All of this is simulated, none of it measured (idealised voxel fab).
Documented hereafter: the process module known as voxel capacitor over wiring.
Section shown: cut. Width: 190 nm. Cell size: 5 nm, square.
Cross-section layout: square cells on a grid; listed as bands, top to bottom; a band spans one or more cell rows.
First you get the band's top height and its bottom height, in nm, and then the materials it's made of, left to right, with each width in nm. If you see a single material with "everywhere", that one covers the band edge to edge. "air" is empty space.
Measure heights from 0. That's the level where, below it, the as-received wafer is all one material. The lowest band is bottomless and extends downward; write it as in "top 0, no bottom".
Width spec "30..40" -> top row of cells at first value, bottom row at second value, equal per-row change in between.
When a step is marked "nothing changed", none of the cells in the cross-section changed during that step.
This entry, "Sealed void inventory", enumerates those empty regions of no fewer than 8 cells that possess no open connection to the top. Each region is reported in the form width x height at distance, the distance being taken from the left edge, with all three quantities expressed in nm.
after a step's settings: what the simulator itself notes on the step
When a step includes a mask, the "overlay nm" setting on its line states how far to the right of its planned place that mask lay, and negative values state how far to the left.
-- Steps planned for the process
- 1: RECEIVE | material Si
- 2: CONFORMAL_DEP | material SiO2 | thk nm 10
- 3: DIRECTIONAL_DEP | material TiN | thk nm 5
- 4: DIRECTIONAL_DEP | material Ru | thk nm 25
- 5: PATTERN | tone cover | mask id METAL_1 | material resist | width nm 20 | pitch nm 75 | thk nm 15 | overlay nm 0
- 6: DIRECTIONAL_ETCH | etch materials Ru | depth nm 25
- 7: DIRECTIONAL_ETCH | etch materials TiN | depth nm 5
- 8: STRIP | etch materials resist
- 9: FILL_DEP | material SiO2 | thk nm 10
- 10: CMP | height nm 40
- 11: CONFORMAL_DEP | material SiCN | thk nm 5
- 12: DIRECTIONAL_DEP | material SiO2 | thk nm 10
- 13: PATTERN | tone open | mask id PLUG_1 | material resist | width nm 15 | thk nm 20 | overlay nm 0
- 14: DIRECTIONAL_ETCH | etch materials SiO2 | depth nm 10
- 15: DIRECTIONAL_ETCH | etch materials SiCN | depth nm 5
- 16: STRIP | etch materials resist
- 17: EPI | material Ru | thk nm 10
- 18: EPI | material Ru | thk nm 5
- 19: DIRECTIONAL_DEP | material TiN | thk nm 10
- 20: DIRECTIONAL_DEP | material HfO2 | thk nm 5
- 21: DIRECTIONAL_DEP | material TiN | thk nm 10
- 22: PATTERN | tone cover | mask id UPPER_PLATE | material resist | width nm 60 | thk nm 20 | overlay nm 0
- 23: DIRECTIONAL_ETCH | etch materials TiN | depth nm 10
- 24: DIRECTIONAL_ETCH | etch materials HfO2 | depth nm 5
- 25: STRIP | etch materials resist
- 26: DIRECTIONAL_DEP | material aC | thk nm 10
- 27: PATTERN | tone cover | mask id LOWER_PLATE | material resist | width nm 70 | thk nm 30 | overlay nm 0
- 28: DIRECTIONAL_ETCH | etch materials aC | depth nm 10
- 29: STRIP | etch materials resist
- 30: DIRECTIONAL_ETCH | etch materials TiN | depth nm 10
- 31: STRIP | etch materials aC
- 32: FILL_DEP | material SiO2 | thk nm 15
- 33: CMP | height nm 90
- 34: MASKED_ETCH | tone open | mask id PLUG_2 | width nm 15 | etch materials SiO2 | depth nm 10 | overlay nm 0
- 35: CONFORMAL_DEP | material TiN | thk nm 5
- 36: FILL_DEP | material W | thk nm 5
- 37: CMP | height nm 90
- 38: CONFORMAL_DEP | material SiCN | thk nm 5
-- So, the first of our two wafers, run just as we planned it
-- Cross-section: wafer on arrival = after step 1
- top 0, no bottom  Si everywhere
- Sealed void inventory: none
-- Cross-section through the wafer, step 2 finished
- top 10, bottom 0  SiO2 everywhere
- Anything lower than 0 is untouched.
-- Cross-section through the wafer, step 3 finished
- top 15, bottom 10  TiN everywhere
- Anything lower than 10 is untouched.
-- Cross-section through the wafer, step 4 finished
- top 40, bottom 15  Ru everywhere
- Anything lower than 15 is untouched.
-- Cross-section through the wafer, step 5 finished
- top 55, bottom 40  air: 45, then resist: 20, then air: 55, then resist: 20, then air: 50
- Anything lower than 40 is untouched.
-- Cross-section through the wafer, step 6 finished
- top 55, bottom 40  air: 45, then resist: 20, then air: 55, then resist: 20, then air: 50
- top 40, bottom 15  air: 45, then Ru: 20, then air: 55, then Ru: 20, then air: 50
- Anything lower than 15 is untouched.
-- Cross-section through the wafer, step 7 finished
- top 55, bottom 40  air: 45, then resist: 20, then air: 55, then resist: 20, then air: 50
- top 40, bottom 15  air: 45, then Ru: 20, then air: 55, then Ru: 20, then air: 50
- top 15, bottom 10  air: 45, then TiN: 20, then air: 55, then TiN: 20, then air: 50
- Anything lower than 10 is untouched.
-- Cross-section through the wafer, step 8 finished
- top 40, bottom 15  air: 45, then Ru: 20, then air: 55, then Ru: 20, then air: 50
- Anything lower than 15 is untouched.
-- Cross-section through the wafer, step 9 finished
- top 50, bottom 40  SiO2 everywhere
- top 40, bottom 15  SiO2: 45, then Ru: 20, then SiO2: 55, then Ru: 20, then SiO2: 50
- top 15, bottom 10  SiO2: 45, then TiN: 20, then SiO2: 55, then TiN: 20, then SiO2: 50
- Anything lower than 10 is untouched.
-- Cross-section through the wafer, step 10 finished
- top 40, bottom 15  SiO2: 45, then Ru: 20, then SiO2: 55, then Ru: 20, then SiO2: 50
- Anything lower than 15 is untouched.
-- Cross-section through the wafer, step 11 finished
- top 45, bottom 40  SiCN everywhere
- Anything lower than 40 is untouched.
-- Cross-section through the wafer, step 12 finished
- top 55, bottom 45  SiO2 everywhere
- Anything lower than 45 is untouched.
-- Cross-section through the wafer, step 13 finished
- top 75, bottom 55  resist: 50, then air: 15, then resist: 125
- Anything lower than 55 is untouched.
-- Cross-section through the wafer, step 14 finished
- top 75, bottom 55  resist: 50, then air: 15, then resist: 125
- top 55, bottom 45  SiO2: 50, then air: 15, then SiO2: 125
- Anything lower than 45 is untouched.
-- Cross-section through the wafer, step 15 finished
- top 75, bottom 55  resist: 50, then air: 15, then resist: 125
- top 55, bottom 45  SiO2: 50, then air: 15, then SiO2: 125
- top 45, bottom 40  SiCN: 50, then air: 15, then SiCN: 125
- Anything lower than 40 is untouched.
-- Cross-section through the wafer, step 16 finished
- top 55, bottom 45  SiO2: 50, then air: 15, then SiO2: 125
- Anything lower than 45 is untouched.
-- Cross-section through the wafer, step 17 finished
- top 55, bottom 50  SiO2: 50, then air: 15, then SiO2: 125
- top 50, bottom 45  SiO2: 50, then Ru: 15, then SiO2: 125
- top 45, bottom 40  SiCN: 50, then Ru: 15, then SiCN: 125
- Anything lower than 40 is untouched.
-- Cross-section through the wafer, step 18 finished
- top 55, bottom 45  SiO2: 50, then Ru: 15, then SiO2: 125
- Anything lower than 45 is untouched.
-- Cross-section through the wafer, step 19 finished
- top 65, bottom 55  TiN everywhere
- Anything lower than 55 is untouched.
-- Cross-section through the wafer, step 20 finished
- top 70, bottom 65  HfO2 everywhere
- Anything lower than 65 is untouched.
-- Cross-section through the wafer, step 21 finished
- top 80, bottom 70  TiN everywhere
- Anything lower than 70 is untouched.
-- Cross-section through the wafer, step 22 finished
- top 100, bottom 80  air: 50, then resist: 60, then air: 80
- Anything lower than 80 is untouched.
-- Cross-section through the wafer, step 23 finished
- top 100, bottom 80  air: 50, then resist: 60, then air: 80
- top 80, bottom 70  air: 50, then TiN: 60, then air: 80
- Anything lower than 70 is untouched.
-- Cross-section through the wafer, step 24 finished
- top 100, bottom 80  air: 50, then resist: 60, then air: 80
- top 80, bottom 70  air: 50, then TiN: 60, then air: 80
- top 70, bottom 65  air: 50, then HfO2: 60, then air: 80
- Anything lower than 65 is untouched.
-- Cross-section through the wafer, step 25 finished
- top 80, bottom 70  air: 50, then TiN: 60, then air: 80
- Anything lower than 70 is untouched.
-- Cross-section through the wafer, step 26 finished
- top 90, bottom 80  air: 50, then aC: 60, then air: 80
- top 80, bottom 75  air: 50, then TiN: 60, then air: 80
- top 75, bottom 70  aC: 50, then TiN: 60, then aC: 80
- top 70, bottom 65  aC: 50, then HfO2: 60, then aC: 80
- Anything lower than 65 is untouched.
-- Cross-section through the wafer, step 27 finished
- top 120, bottom 90  air: 45, then resist: 70, then air: 75
- top 90, bottom 80  air: 45, then resist: 5, then aC: 60, then resist: 5, then air: 75
- top 80, bottom 75  air: 45, then resist: 5, then TiN: 60, then resist: 5, then air: 75
- Anything lower than 75 is untouched.
-- Cross-section through the wafer, step 28 finished
- top 110, bottom 90  air: 45, then resist: 70, then air: 75
- top 90, bottom 80  air: 45, then resist: 5, then aC: 60, then resist: 5, then air: 75
- top 80, bottom 75  air: 45, then resist: 5, then TiN: 60, then resist: 5, then air: 75
- top 75, bottom 70  air: 45, then aC: 5, then TiN: 60, then aC: 5, then air: 75
- top 70, bottom 65  air: 45, then aC: 5, then HfO2: 60, then aC: 5, then air: 75
- Anything lower than 65 is untouched.
-- Cross-section through the wafer, step 29 finished
- top 90, bottom 80  air: 50, then aC: 60, then air: 80
- top 80, bottom 75  air: 50, then TiN: 60, then air: 80
- Anything lower than 75 is untouched.
-- Cross-section through the wafer, step 30 finished
- top 90, bottom 80  air: 50, then aC: 60, then air: 80
- top 80, bottom 75  air: 50, then TiN: 60, then air: 80
- top 75, bottom 70  air: 45, then aC: 5, then TiN: 60, then aC: 5, then air: 75
- top 70, bottom 65  air: 45, then aC: 5, then HfO2: 60, then aC: 5, then air: 75
- top 65, bottom 55  air: 45, then TiN: 70, then air: 75
- Anything lower than 55 is untouched.
-- Cross-section through the wafer, step 31 finished
- top 80, bottom 70  air: 50, then TiN: 60, then air: 80
- top 70, bottom 65  air: 50, then HfO2: 60, then air: 80
- Anything lower than 65 is untouched.
-- Cross-section through the wafer, step 32 finished
- top 95, bottom 80  SiO2 everywhere
- top 80, bottom 70  SiO2: 50, then TiN: 60, then SiO2: 80
- top 70, bottom 65  SiO2: 50, then HfO2: 60, then SiO2: 80
- top 65, bottom 55  SiO2: 45, then TiN: 70, then SiO2: 75
- Anything lower than 55 is untouched.
-- Cross-section through the wafer, step 33 finished
- top 90, bottom 80  SiO2 everywhere
- Anything lower than 80 is untouched.
-- Cross-section through the wafer, step 34 finished
- top 90, bottom 80  SiO2: 60, then air: 15, then SiO2: 115
- Anything lower than 80 is untouched.
-- Cross-section through the wafer, step 35 finished
- top 95, bottom 90  TiN: 65, then air: 5, then TiN: 120
- top 90, bottom 85  SiO2: 60, then TiN: 5, then air: 5, then TiN: 5, then SiO2: 115
- top 85, bottom 80  SiO2: 60, then TiN: 15, then SiO2: 115
- Anything lower than 80 is untouched.
-- Cross-section through the wafer, step 36 finished
- top 100, bottom 95  W everywhere
- top 95, bottom 90  TiN: 65, then W: 5, then TiN: 120
- top 90, bottom 85  SiO2: 60, then TiN: 5, then W: 5, then TiN: 5, then SiO2: 115
- Anything lower than 85 is untouched.
-- Cross-section through the wafer, step 37 finished
- top 90, bottom 85  SiO2: 60, then TiN: 5, then W: 5, then TiN: 5, then SiO2: 115
- Anything lower than 85 is untouched.
-- Cross-section through the wafer, step 38 finished
- top 95, bottom 90  SiCN everywhere
- Anything lower than 90 is untouched.
-- Wafer two. Identical start, identical plan. One mistake in execution. Identical history through step 32
-- X-section, second wafer, when step 33 was due to finish
- top 80, bottom 70  SiO2: 50, then TiN: 60, then SiO2: 80
- Anything lower than 70 is untouched.
X-section, second wafer, when step 34 was due to finish: nothing changed
-- X-section, second wafer, when step 35 was due to finish
- top 85, bottom 80  TiN everywhere
- Anything lower than 80 is untouched.
-- X-section, second wafer, when step 36 was due to finish
- top 90, bottom 85  W everywhere
- Anything lower than 85 is untouched.
X-section, second wafer, when step 37 was due to finish: nothing changed
-- X-section, second wafer, when step 38 was due to finish
- top 95, bottom 90  SiCN everywhere
- Anything lower than 90 is untouched.
Nonconformance to the process plan: heads up, step 33 didn't go per plan, it actually ran as CMP | height nm 80
Materials where the second wafer ends with more or fewer cells than the first: SiO2: 70 fewer; TiN: 33 more; W: 37 more
